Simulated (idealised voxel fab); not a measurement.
The following process module bears the name voxel wiring stack.
Section shown: cut. Width: 200 nm. Cell size: 5 nm, square.
Each cross-section below is a grid of square cells, stated as bands in top-down order, with one or more rows of cells making up each band. A band entry consists of two parts. The first gives the height of the band's top and the height of its bottom, in nm. The rest lists the band's materials from left to right, each with its width in nm. A single material labelled with the word "everywhere" fills the band from edge to edge, and the word "air" marks empty space. Ref level 0: as-received wafer is one material below here. Bottom band extends down with no lower bound ("0 nm and below"). With a width like "30->40", each row of cells in the band differs from the next by the same amount, the top row carrying the first number and the bottom row the second. What does "same as before" mean for a step? It means no cell of the cross-section changed in that step. "Closed void entries": empty spaces of 8 cells or more with no open way to the top, each given as width x height at distance, distance from the left edge, all in nm. Past the settings on a step's line: simulator remark, on that step. overlay nm: step with mask; distance mask lay right of planned place; negative value = left of planned place.

THE STEPS PLANNED FOR THE PROCESS ARE AS FOLLOWS
1) RECEIVE, material Si
2) CONFORMAL_DEP, material SiO2, thk nm 15
3) CONFORMAL_DEP, material SiCN, thk nm 5
4) DIRECTIONAL_DEP, material lowk, thk nm 20
5) DIRECTIONAL_DEP, material aC, thk nm 10
6) PATTERN, tone open, mask id METAL_1, material resist, width nm 25, pitch nm 40, thk nm 25, overlay nm 0
7) DIRECTIONAL_ETCH, etch materials aC, depth nm 10
8) STRIP, etch materials resist
9) DIRECTIONAL_ETCH, etch materials lowk, depth nm 20
10) DIRECTIONAL_ETCH, etch materials SiCN, depth nm 5
11) STRIP, etch materials aC
12) CONFORMAL_DEP, material TiN, thk nm 5
13) FILL_DEP, material Ru, thk nm 10
14) CMP, height nm 40
15) CONFORMAL_DEP, material SiCN, thk nm 5
16) DIRECTIONAL_DEP, material lowk, thk nm 35
17) DIRECTIONAL_DEP, material aC, thk nm 15
18) PATTERN, tone open, mask id METAL_2_HOLES, material resist, width nm 15, pitch nm 40, thk nm 30, overlay nm 0
19) DIRECTIONAL_ETCH, etch materials aC, depth nm 15
20) STRIP, etch materials resist
21) DIRECTIONAL_ETCH, etch materials lowk, depth nm 35
22) STRIP, etch materials aC
23) DIRECTIONAL_DEP, material aC, thk nm 10
24) PATTERN, tone open, mask id METAL_2, material resist, width nm 25, pitch nm 40, thk nm 25, overlay nm 0
25) DIRECTIONAL_ETCH, etch materials aC, depth nm 10
26) STRIP, etch materials resist
27) DIRECTIONAL_ETCH, etch materials lowk, depth nm 20
28) DIRECTIONAL_ETCH, etch materials SiCN, depth nm 5
29) STRIP, etch materials aC
30) CONFORMAL_DEP, material TiN, thk nm 5
31) FILL_DEP, material Cu, thk nm 5
32) CMP, height nm 80
33) CONFORMAL_DEP, material SiCN, thk nm 5
34) DIRECTIONAL_DEP, material lowk, thk nm 10
35) MASKED_ETCH, tone open, mask id PLUG_2, width nm 15, pitch nm 80, etch materials lowk, depth nm 10, overlay nm 0
36) MASKED_ETCH, tone open, mask id PLUG_2, width nm 15, pitch nm 80, etch materials SiCN, depth nm 5, overlay nm 0
37) CONFORMAL_DEP, material TiN, thk nm 5
38) FILL_DEP, material W, thk nm 10
39) CMP, height nm 95
40) DIRECTIONAL_DEP, material TiN, thk nm 5
41) DIRECTIONAL_DEP, material Ru, thk nm 25
42) PATTERN, tone cover, mask id METAL_3, material resist, width nm 25, pitch nm 40, thk nm 20, overlay nm 0
43) DIRECTIONAL_ETCH, etch materials Ru, depth nm 25
44) DIRECTIONAL_ETCH, etch materials TiN, depth nm 5
45) STRIP, etch materials resist
46) FILL_DEP, material lowk, thk nm 10
47) CMP, height nm 125
48) CONFORMAL_DEP, material SiCN, thk nm 5

SHOWN IN CROSS-SECTION IS THE WAFER AS RECEIVED, THAT IS, AS IT STANDS AFTER STEP 1
> 0 nm and below | Si everywhere
> Closed void entries: none

FIRST OF TWO WAFERS AT THE END OF THE MODULE, SHOWN IN CROSS-SECTION; RUN CARRIED OUT AS PLANNED
> 130 nm to 125 nm | SiCN everywhere
> 125 nm to 100 nm | lowk 25 | Ru 25 | lowk 15 | Ru 25 | lowk 15 | Ru 25 | lowk 15 | Ru 25 | lowk 30
> 100 nm to 95 nm | lowk 25 | TiN 25 | lowk 15 | TiN 25 | lowk 15 | TiN 25 | lowk 15 | TiN 25 | lowk 30
> 95 nm to 85 nm | lowk 25 | TiN 5 | W 5 | TiN 5 | lowk 65 | TiN 5 | W 5 | TiN 5 | lowk 80
> 85 nm to 80 nm | SiCN 25 | TiN 15 | SiCN 65 | TiN 15 | SiCN 80
> 80 nm to 65 nm | lowk 25 | TiN 5 | Cu 15 | TiN 5 | lowk 15 | TiN 5 | Cu 15 | TiN 5 | lowk 15 | TiN 5 | Cu 15 | TiN 5 | lowk 15 | TiN 5 | Cu 15 | TiN 5 | lowk 30
> 65 nm to 60 nm | lowk 25 | TiN 5 | Cu 5 | TiN 15 | lowk 15 | TiN 5 | Cu 5 | TiN 15 | lowk 15 | TiN 5 | Cu 5 | TiN 15 | lowk 15 | TiN 5 | Cu 5 | TiN 15 | lowk 30
> 60 nm to 45 nm | lowk 25 | TiN 5 | Cu 5 | TiN 5 | lowk 25 | TiN 5 | Cu 5 | TiN 5 | lowk 25 | TiN 5 | Cu 5 | TiN 5 | lowk 25 | TiN 5 | Cu 5 | TiN 5 | lowk 40
> 45 nm to 40 nm | SiCN 25 | TiN 15 | SiCN 25 | TiN 15 | SiCN 25 | TiN 15 | SiCN 25 | TiN 15 | SiCN 40
> 40 nm to 20 nm | lowk 25 | TiN 5 | Ru 15 | TiN 5 | lowk 15 | TiN 5 | Ru 15 | TiN 5 | lowk 15 | TiN 5 | Ru 15 | TiN 5 | lowk 15 | TiN 5 | Ru 15 | TiN 5 | lowk 30
> 20 nm to 15 nm | SiCN 25 | TiN 25 | SiCN 15 | TiN 25 | SiCN 15 | TiN 25 | SiCN 15 | TiN 25 | SiCN 30
> 15 nm to 0 nm | SiO2 everywhere
> 0 nm and below | Si everywhere
> Closed void entries: none

SO THIS IS WAFER NUMBER TWO OF THE TWO, CUT AT THE END OF THE MODULE - IT STARTED WHERE THE FIRST DID AND HAD THE SAME PLAN, WE JUST GOT ONE THING WRONG RUNNING IT
> 130 nm to 125 nm | SiCN everywhere
> 125 nm to 100 nm | lowk 25 | Ru 25 | lowk 15 | Ru 25 | lowk 15 | Ru 25 | lowk 15 | Ru 25 | lowk 30
> 100 nm to 95 nm | lowk 25 | TiN 25 | lowk 15 | TiN 25 | lowk 15 | TiN 25 | lowk 15 | TiN 25 | lowk 30
> 95 nm to 85 nm | lowk 20 | TiN 5->10 | W 15->5 | TiN 5->10 | lowk 55 | TiN 5->10 | W 15->5 | TiN 5->10 | lowk 75
> 85 nm to 80 nm | SiCN 25 | TiN 15 | SiCN 65 | TiN 15 | SiCN 80
> 80 nm to 65 nm | lowk 25 | TiN 5 | Cu 15 | TiN 5 | lowk 15 | TiN 5 | Cu 15 | TiN 5 | lowk 15 | TiN 5 | Cu 15 | TiN 5 | lowk 15 | TiN 5 | Cu 15 | TiN 5 | lowk 30
> 65 nm to 60 nm | lowk 25 | TiN 5 | Cu 5 | TiN 15 | lowk 15 | TiN 5 | Cu 5 | TiN 15 | lowk 15 | TiN 5 | Cu 5 | TiN 15 | lowk 15 | TiN 5 | Cu 5 | TiN 15 | lowk 30
> 60 nm to 45 nm | lowk 25 | TiN 5 | Cu 5 | TiN 5 | lowk 25 | TiN 5 | Cu 5 | TiN 5 | lowk 25 | TiN 5 | Cu 5 | TiN 5 | lowk 25 | TiN 5 | Cu 5 | TiN 5 | lowk 40
> 45 nm to 40 nm | SiCN 25 | TiN 15 | SiCN 25 | TiN 15 | SiCN 25 | TiN 15 | SiCN 25 | TiN 15 | SiCN 40
> 40 nm to 20 nm | lowk 25 | TiN 5 | Ru 15 | TiN 5 | lowk 15 | TiN 5 | Ru 15 | TiN 5 | lowk 15 | TiN 5 | Ru 15 | TiN 5 | lowk 15 | TiN 5 | Ru 15 | TiN 5 | lowk 30
> 20 nm to 15 nm | SiCN 25 | TiN 25 | SiCN 15 | TiN 25 | SiCN 15 | TiN 25 | SiCN 15 | TiN 25 | SiCN 30
> 15 nm to 0 nm | SiO2 everywhere
> 0 nm and below | Si everywhere
> Closed void entries: none
Where did the run depart from the plan? in deviation from the planned setting, step 35 was conducted as MASKED_ETCH, tone open, mask id PLUG_2, width nm 25, pitch nm 80, etch materials lowk, depth nm 10, overlay nm 0
Cell-count delta at end, second wafer over first, by material: 4 more of TiN | 4 more of W | 8 fewer of lowk
